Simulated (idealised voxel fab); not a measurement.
Process module name: voxel ribs on slabs
In the cross-section labelled cut, the width is 275 nm and each square cell is 5 nm.
Each cross-section below is a grid of square cells, stated as bands in top-down order, with one or more rows of cells making up each band. Per band: top height and bottom height in nm, followed by the left-to-right materials and their widths in nm; "all across" marks a single material spanning edge to edge, "blank" marks empty space. Zero point of the height axis is 0; under it, received wafer = one material. Lowest band: continues down indefinitely, "top 0, no bottom". It should be noted that a width expressed as "30..40" varies in equal increments from row to row of cells within the band, taking the value of the first number at the top row and that of the second number at the bottom row. Take "nothing different" at face value: in the step it is given for, the cross-section changed in none of its cells. Heads up: "Closed void catalog" only lists the empty pockets with no open path to the top that are 8 cells or more, and it writes them as width x height at distance, distance from the left edge, in nm. Note: text after step settings on the step line = simulator remark on that step. overlay nm: how far to the right of its planned place the mask lay on this masked step (negative: to the left).
The process steps that were planned are listed below:
- 1: RECEIVE | material Si
- 2: DIRECTIONAL_DEP | material SiO2 | thk nm 25
- 3: DIRECTIONAL_DEP | material SiN | thk nm 15
- 4: MASKED_ETCH | tone cover | mask id RIB | width nm 15 | etch materials SiN | depth nm 10 | overlay nm 0
- 5: PATTERN | tone cover | mask id SLAB | material resist | width nm 55 | thk nm 20 | overlay nm 0
- 6: DIRECTIONAL_ETCH | etch materials SiN | depth nm 5
- 7: STRIP | etch materials resist
- 8: FILL_DEP | material SiO2 | thk nm 15
- 9: CMP | height nm 50
- 10: DIRECTIONAL_DEP | material TiN | thk nm 10
- 11: PATTERN | tone cover | mask id HEATER | material resist | width nm 25 | thk nm 15 | overlay nm 0
- 12: DIRECTIONAL_ETCH | etch materials TiN | depth nm 10
- 13: STRIP | etch materials resist
- 14: CONFORMAL_DEP | material SiN | thk nm 5
As received (post step 1): cross-section:
top 0, no bottom  Si all across
Closed void catalog: none
The first of two wafers, cross-sectioned at the end of the module, with the run proceeding as planned:
top 65, bottom 60  blank: 120  SiN: 35  blank: 120
top 60, bottom 55  blank: 120  SiN: 5  TiN: 25  SiN: 5  blank: 120
top 55, bottom 50  SiN: 125  TiN: 25  SiN: 125
top 50, bottom 40  SiO2 all across
top 40, bottom 30  SiO2: 130  SiN: 15  SiO2: 130
top 30, bottom 25  SiO2: 110  SiN: 55  SiO2: 110
top 25, bottom 0  SiO2 all across
top 0, no bottom  Si all across
Closed void catalog: none
Cross-sectional view of the second of two wafers upon completion of the module. This wafer shared its starting condition and process plan with the first; one error was made during its execution:
top 65, bottom 60  blank: 120  SiN: 35  blank: 120
top 60, bottom 55  blank: 120  SiN: 5  TiN: 25  SiN: 5  blank: 120
top 55, bottom 50  SiN: 125  TiN: 25  SiN: 125
top 50, bottom 45  SiO2 all across
top 45, bottom 35  SiO2: 130  SiN: 15  SiO2: 130
top 35, bottom 30  SiO2: 110  SiN: 55  SiO2: 110
top 30, bottom 0  SiO2 all across
top 0, no bottom  Si all across
Closed void catalog: none
Deviation from plan: step 2 did not happen as planned, as run it was DIRECTIONAL_DEP | material SiO2 | thk nm 30
Final wafers compared: equal cell tally per material, rearranged layout.
